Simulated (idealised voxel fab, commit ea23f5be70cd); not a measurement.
You're looking at the process module voxel trench capacitor.
Cross-sectional view cut (width: 230 nm; square cell size: 5 nm).
Format of a cross-section: grid, square cells. Given as bands. Order: top down. Band: one or more rows of cells.
This entry defines a band. It first specifies the height of the band's top and the height of its bottom in nm, and then specifies the band's materials from left to right, stating each material with its width in nm. The word "throughout" identifies a single material that fills the band from edge to edge, while the word "blank" identifies empty space.
Ref level 0: as-received wafer is one material below here. Bottom band extends down with no lower bound ("0 -> down").
A two-number width, for instance "30->40", indicates that the width is equal to the first number in the top row of the band and to the second number in the bottom row, and that it changes by a constant amount per row of cells.
"stayed the same" after a step means that no cell of the cross-section changed.
Heads up: "Entrapped voids" only lists the empty pockets with no open path to the top that are 8 cells or more, and it writes them as width x height at distance, distance from the left edge, in nm.
Heads up: the bit after the settings on a step's line is the simulator's remark on that step.
On any step carrying a mask, the "overlay nm" setting, if present on the step's line, tells how far right of its planned place the mask lay; negative values point to the left.

Here's what the planned process steps look like
1: RECEIVE | material Si
2: CONFORMAL_DEP | material SiN | thk nm 5
3: DIRECTIONAL_DEP | material aC | thk nm 15
4: PATTERN | tone open | mask id TRENCH | material resist | width nm 15 | pitch nm 40 | thk nm 30 | overlay nm 0
5: DIRECTIONAL_ETCH | etch materials aC | depth nm 15
6: STRIP | etch materials resist
7: DIRECTIONAL_ETCH | etch materials SiN | depth nm 5
8: DIRECTIONAL_ETCH | etch materials Si | depth nm 25
9: STRIP | etch materials aC
10: CONFORMAL_DEP | material SiO2 | thk nm 5
11: FILL_DEP | material polySi | thk nm 10
12: CMP | height nm 5
Keep in mind the plan's value for the width nm of step 4 comes from the first wafer; the wafers don't share that setting, but they do share the same starting point.

The first of several wafers as received, shown in cross-section; this is its state after step 1
> 0 -> down  Si throughout
> Entrapped voids: none

First of several wafers: cross-section at the end of the module, after step 12, its last step
> 5 -> 0  SiN (90)  SiO2 (5)  polySi (5)  SiO2 (5)  SiN (25)  SiO2 (5)  polySi (5)  SiO2 (5)  SiN (85)
> 0 -> -20  Si (90)  SiO2 (5)  polySi (5)  SiO2 (5)  Si (25)  SiO2 (5)  polySi (5)  SiO2 (5)  Si (85)
> -20 -> -25  Si (90)  SiO2 (15)  Si (25)  SiO2 (15)  Si (85)
> -25 -> down  Si throughout
> Entrapped voids: none

Cross-section, module end, final of several wafers
> 5 -> 0  SiN (85)  SiO2 (5)  polySi (15)  SiO2 (5)  SiN (15)  SiO2 (5)  polySi (15)  SiO2 (5)  SiN (80)
> 0 -> -20  Si (85)  SiO2 (5)  polySi (15)  SiO2 (5)  Si (15)  SiO2 (5)  polySi (15)  SiO2 (5)  Si (80)
> -20 -> -25  Si (85)  SiO2 (25)  Si (15)  SiO2 (25)  Si (80)
> -25 -> down  Si throughout
> Entrapped voids: none

Heads up, this table goes wafer by wafer. A row tells you, at the end of the module, how many cells of each material that wafer has put on (+) or dropped (-) since it was received, and then its closed voids
width nm 15 | -30 Si | +40 SiN | +26 SiO2 | +10 polySi | Entrapped voids: none
width nm 20 | -40 Si | +38 SiN | +28 SiO2 | +20 polySi | Entrapped voids: none
width nm 25 | -50 Si | +36 SiN | +30 SiO2 | +30 polySi | Entrapped voids: none
